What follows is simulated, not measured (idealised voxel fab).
The following process module bears the name voxel ribs on slabs.
Square cell edge 5 nm, section width 155 nm, ID cut.
Cross-section layout: square cells on a grid; listed as bands, top to bottom; a band spans one or more cell rows.
This entry defines a band. It first specifies the height of the band's top and the height of its bottom in nm, and then specifies the band's materials from left to right, stating each material with its width in nm. The word "edge to edge" identifies a single material that fills the band from edge to edge, while the word "empty" identifies empty space.
Beneath 0, the wafer as received is one material, and that level is where height counting begins. The lowest band goes on downward without a bottom; it is written like "0..down".
A width given as "30->40" starts at the first number in the band's top row and ends at the second number in its bottom row, shifting by an equal amount at every step from row to row.
The designation "same as before", where it is given for a processing step, indicates that no cell of the cross-section was altered in the course of that step.
"Closed void catalog" enumerates empty spaces isolated from the top, with no open way to it, that contain at least 8 cells, giving each as width x height at distance from the left edge, all three in nm.
Whatever follows a step's settings on its line is a remark the simulator itself makes about that step.
If you see "overlay nm" on a step's line and that step has a mask, it's telling you how far right of where it was planned the mask ended up; a negative number means it went left instead.

-- Process steps - plan
1) RECEIVE: material Si
2) DIRECTIONAL_DEP: material SiO2, thk nm 20
3) DIRECTIONAL_DEP: material polySi, thk nm 25
4) PATTERN: tone cover, mask id RIB, material resist, width nm 25, thk nm 15, overlay nm 0
5) DIRECTIONAL_ETCH: etch materials polySi, depth nm 5
6) STRIP: etch materials resist
7) MASKED_ETCH: tone cover, mask id SLAB, width nm 85, etch materials polySi, depth nm 20, overlay nm 0
8) FILL_DEP: material SiO2, thk nm 30
9) CMP: height nm 65
10) DIRECTIONAL_DEP: material TiN, thk nm 10
11) DIRECTIONAL_DEP: material aC, thk nm 10
12) PATTERN: tone cover, mask id HEATER, material resist, width nm 35, thk nm 30, overlay nm 0
13) DIRECTIONAL_ETCH: etch materials aC, depth nm 10
14) STRIP: etch materials resist
15) DIRECTIONAL_ETCH: etch materials TiN, depth nm 10
16) STRIP: etch materials aC
17) CONFORMAL_DEP: material SiN, thk nm 10

-- Incoming wafer in cross-section (state: after step 1)
  0..down: Si edge to edge
  Closed void catalog: none

-- End-of-module cross-section. Starting structure and process plan as above; one mistake made in running it
  85..75: empty 50 | aC 55 | empty 50
  75..65: aC 60 | TiN 35 | aC 60
  65..45: SiO2 edge to edge
  45..40: SiO2 65 | polySi 25 | SiO2 65
  40..20: SiO2 35 | polySi 85 | SiO2 35
  20..0: SiO2 edge to edge
  0..down: Si edge to edge
  Closed void catalog: none
Finding, execution versus plan: step 17 deviated from plan and actually ran as CONFORMAL_DEP: material aC, thk nm 10
